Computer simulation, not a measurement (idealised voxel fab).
process module | voxel ribs on slabs
This is section cut - it's 300 nm across, gridded in 5 nm square cells.
Cross-section = grid of square cells, listed top down in bands; band = one or more rows. This entry defines a band. It first specifies the height of the band's top and the height of its bottom in nm, and then specifies the band's materials from left to right, stating each material with its width in nm. The word "throughout" identifies a single material that fills the band from edge to edge, while the word "air" identifies empty space. Below 0: as-received wafer, all one material; heights counted from there. Lowest band: no bottom, goes on down, written "0 -> down". The two numbers in a width such as "30->40" mark its ends across the band: the first belongs to the top row of cells, the second to the bottom row, and from each row to the next the width moves by the same amount. "no modification", as given for a step, is the statement that not any cell of the cross-section underwent a change during that step. "Sealed void list" specifies each empty space that is not open to the top and that occupies no fewer than 8 cells, using the form width x height at distance, the distance measured from the left edge and all three quantities in nm. Note: text after step settings on the step line = simulator remark on that step. You can add "overlay nm" to a step's line. For a step with a mask, it describes how far the mask lay to the right of its planned position, and a negative number describes a lay to the left.
PROCESS STEPS FORESEEN IN THE PLAN
- 1: op RECEIVE | material Si
- 2: op DIRECTIONAL_DEP | material SiO2 | thk nm 30
- 3: op DIRECTIONAL_DEP | material polySi | thk nm 20
- 4: op MASKED_ETCH | tone cover | mask id RIB | width nm 20 | etch materials polySi | depth nm 5 | overlay nm 0
- 5: op DIRECTIONAL_DEP | material aC | thk nm 10
- 6: op PATTERN | tone cover | mask id SLAB | material resist | width nm 50 | thk nm 30 | overlay nm 0
- 7: op DIRECTIONAL_ETCH | etch materials aC | depth nm 10
- 8: op STRIP | etch materials resist
- 9: op DIRECTIONAL_ETCH | etch materials polySi | depth nm 15
- 10: op STRIP | etch materials aC
- 11: op FILL_DEP | material SiO2 | thk nm 25
- 12: op CMP | height nm 70
- 13: op DIRECTIONAL_DEP | material TiN | thk nm 10
- 14: op PATTERN | tone cover | mask id HEATER | material resist | width nm 30 | thk nm 15 | overlay nm 0
- 15: op DIRECTIONAL_ETCH | etch materials TiN | depth nm 10
- 16: op STRIP | etch materials resist
- 17: op CONFORMAL_DEP | material SiO2 | thk nm 5
RECEIVED-STATE CROSS-SECTION, REFLECTING COMPLETION OF STEP 1
  0 -> down: Si throughout
  Sealed void list: none
WAFER CROSS-SECTION AT MODULE END: FIRST OF TWO, RUN TO PLAN
  85 -> 80: 130 nm air | 40 nm SiO2 | 130 nm air
  80 -> 75: 130 nm air | 5 nm SiO2 | 30 nm TiN | 5 nm SiO2 | 130 nm air
  75 -> 70: 135 nm SiO2 | 30 nm TiN | 135 nm SiO2
  70 -> 50: SiO2 throughout
  50 -> 45: 140 nm SiO2 | 20 nm polySi | 140 nm SiO2
  45 -> 30: 125 nm SiO2 | 50 nm polySi | 125 nm SiO2
  30 -> 0: SiO2 throughout
  0 -> down: Si throughout
  Sealed void list: none
CROSS-SECTION OF THE LATTER OF THE TWO WAFERS AT MODULE COMPLETION. IT HAD AN IDENTICAL START AND AN IDENTICAL PLAN TO THE FORMER; IN RUNNING IT, ONE MISTAKE WAS MADE
  85 -> 80: 130 nm air | 40 nm SiO2 | 130 nm air
  80 -> 75: 130 nm air | 5 nm SiO2 | 30 nm TiN | 5 nm SiO2 | 130 nm air
  75 -> 70: 135 nm SiO2 | 30 nm TiN | 135 nm SiO2
  70 -> 20: SiO2 throughout
  20 -> 0: polySi throughout
  0 -> down: Si throughout
  Sealed void list: none
The plan and the run diverged here: the run placed steps 2 and 3 each in the position the plan gave to the other
The final cell counts differ between the wafers, with the second having more or fewer of some materials than the first: -206 SiO2; +206 polySi
